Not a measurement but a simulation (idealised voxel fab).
The following is a process module called voxel released beams.
It is cross-section cut that appears here, measuring 245 nm in width, its square cells being 5 nm in size.
Format of a cross-section: grid, square cells. Given as bands. Order: top down. Band: one or more rows of cells.
Band entry format. Leading values: height of top, height of bottom, nm. Remainder: materials in left-to-right order, each with its width in nm. Special words: "throughout" on a single material, which then fills the band edge to edge; "air", empty space.
Height 0 is the level under which the wafer as received is all one material. The lowest band goes on downwards, as in "0 -> down".
It should be noted that a width expressed as "30->40" varies in equal increments from row to row of cells within the band, taking the value of the first number at the top row and that of the second number at the bottom row.
What does "no change" mean for a step? It means no cell of the cross-section changed in that step.
"Encapsulated voids" lists enclosed empty spaces (at least 8 cells, no open path upward to the top), each as width x height at distance from the left edge, in nm.
Read whatever lies past the settings on a step's line as the simulator's own remark about the step.
overlay nm: mask right of planned place by this much (step with mask). Neg. = left.

SO HERE'S THE LINEUP OF PROCESS STEPS WE PLANNED
1) RECEIVE (material Si)
2) CONFORMAL_DEP (material Al2O3; thk nm 10)
3) DIRECTIONAL_DEP (material SiO2; thk nm 15)
4) PATTERN (tone open; mask id ANCHOR; material resist; width nm 35; thk nm 15; overlay nm 0)
5) DIRECTIONAL_ETCH (etch materials SiO2; depth nm 15)
6) STRIP (etch materials resist)
7) CONFORMAL_DEP (material SiN; thk nm 10)
8) PATTERN (tone cover; mask id BEAM; material resist; width nm 95; thk nm 20; overlay nm 0)
9) DIRECTIONAL_ETCH (etch materials SiN; depth nm 10)
10) STRIP (etch materials resist)
11) STRIP (etch materials SiO2)

FIRST OF THE TWO WAFERS, RUN PER PLAN

INCOMING WAFER IN CROSS-SECTION (STATE: AFTER STEP 1)
* 0 -> down | Si throughout
* Encapsulated voids: none

CROSS-SECTIONAL REPRESENTATION OF THE WAFER AT THE CONCLUSION OF STEP 2
* 10 -> 0 | Al2O3 throughout
* Rest of section, below 0: as before.

CROSS-SECTIONAL REPRESENTATION OF THE WAFER AT THE CONCLUSION OF STEP 3
* 25 -> 10 | SiO2 throughout
* Rest of section, below 10: as before.

CROSS-SECTIONAL REPRESENTATION OF THE WAFER AT THE CONCLUSION OF STEP 4
* 40 -> 25 | resist=75; air=35; resist=135
* Rest of section, below 25: as before.

CROSS-SECTIONAL REPRESENTATION OF THE WAFER AT THE CONCLUSION OF STEP 5
* 40 -> 25 | resist=75; air=35; resist=135
* 25 -> 10 | SiO2=75; air=35; SiO2=135
* Rest of section, below 10: as before.

CROSS-SECTIONAL REPRESENTATION OF THE WAFER AT THE CONCLUSION OF STEP 6
* 25 -> 10 | SiO2=75; air=35; SiO2=135
* Rest of section, below 10: as before.

CROSS-SECTIONAL REPRESENTATION OF THE WAFER AT THE CONCLUSION OF STEP 7
* 35 -> 25 | SiN=85; air=15; SiN=145
* 25 -> 20 | SiO2=75; SiN=10; air=15; SiN=10; SiO2=135
* 20 -> 10 | SiO2=75; SiN=35; SiO2=135
* Rest of section, below 10: as before.

CROSS-SECTIONAL REPRESENTATION OF THE WAFER AT THE CONCLUSION OF STEP 8
* 55 -> 35 | air=70; resist=95; air=80
* 35 -> 25 | SiN=85; resist=15; SiN=145
* 25 -> 20 | SiO2=75; SiN=10; resist=15; SiN=10; SiO2=135
* Rest of section, below 20: as before.

CROSS-SECTIONAL REPRESENTATION OF THE WAFER AT THE CONCLUSION OF STEP 9
* 55 -> 35 | air=70; resist=95; air=80
* 35 -> 25 | air=70; SiN=15; resist=15; SiN=65; air=80
* Rest of section, below 25: as before.

CROSS-SECTIONAL REPRESENTATION OF THE WAFER AT THE CONCLUSION OF STEP 10
* 35 -> 25 | air=70; SiN=15; air=15; SiN=65; air=80
* 25 -> 20 | SiO2=75; SiN=10; air=15; SiN=10; SiO2=135
* Rest of section, below 20: as before.

CROSS-SECTIONAL REPRESENTATION OF THE WAFER AT THE CONCLUSION OF STEP 11
* 35 -> 25 | air=70; SiN=15; air=15; SiN=65; air=80
* 25 -> 20 | air=75; SiN=10; air=15; SiN=10; air=135
* 20 -> 10 | air=75; SiN=35; air=135
* Rest of section, below 10: as before.

SECOND WAFER: SAME START AND SAME PLAN AS THE FIRST, ONE EXECUTION ERROR; IDENTICAL TO THE FIRST THROUGH STEP 7

CROSS-SECTION: SECOND WAFER, TIME AT WHICH STEP 8 WAS SCHEDULED TO END
* 55 -> 35 | air=80; resist=95; air=70
* 35 -> 25 | SiN=85; resist=15; SiN=145
* 25 -> 20 | SiO2=75; SiN=10; resist=15; SiN=10; SiO2=135
* Rest of section, below 20: as before.

CROSS-SECTION: SECOND WAFER, TIME AT WHICH STEP 9 WAS SCHEDULED TO END
* 55 -> 35 | air=80; resist=95; air=70
* 35 -> 25 | air=80; SiN=5; resist=15; SiN=75; air=70
* Rest of section, below 25: as before.

CROSS-SECTION: SECOND WAFER, TIME AT WHICH STEP 10 WAS SCHEDULED TO END
* 35 -> 25 | air=80; SiN=5; air=15; SiN=75; air=70
* 25 -> 20 | SiO2=75; SiN=10; air=15; SiN=10; SiO2=135
* Rest of section, below 20: as before.

CROSS-SECTION: SECOND WAFER, TIME AT WHICH STEP 11 WAS SCHEDULED TO END
* 35 -> 25 | air=80; SiN=5; air=15; SiN=75; air=70
* 25 -> 20 | air=75; SiN=10; air=15; SiN=10; air=135
* 20 -> 10 | air=75; SiN=35; air=135
* Rest of section, below 10: as before.
Misprocessing identified: note that step 8 departed from the planned setting and was carried out as PATTERN (tone cover; mask id BEAM; material resist; width nm 95; thk nm 20; overlay nm 10)
Comparing end states, the material composition by cell count is preserved from the first wafer to the second, while the locations of the cells are not.
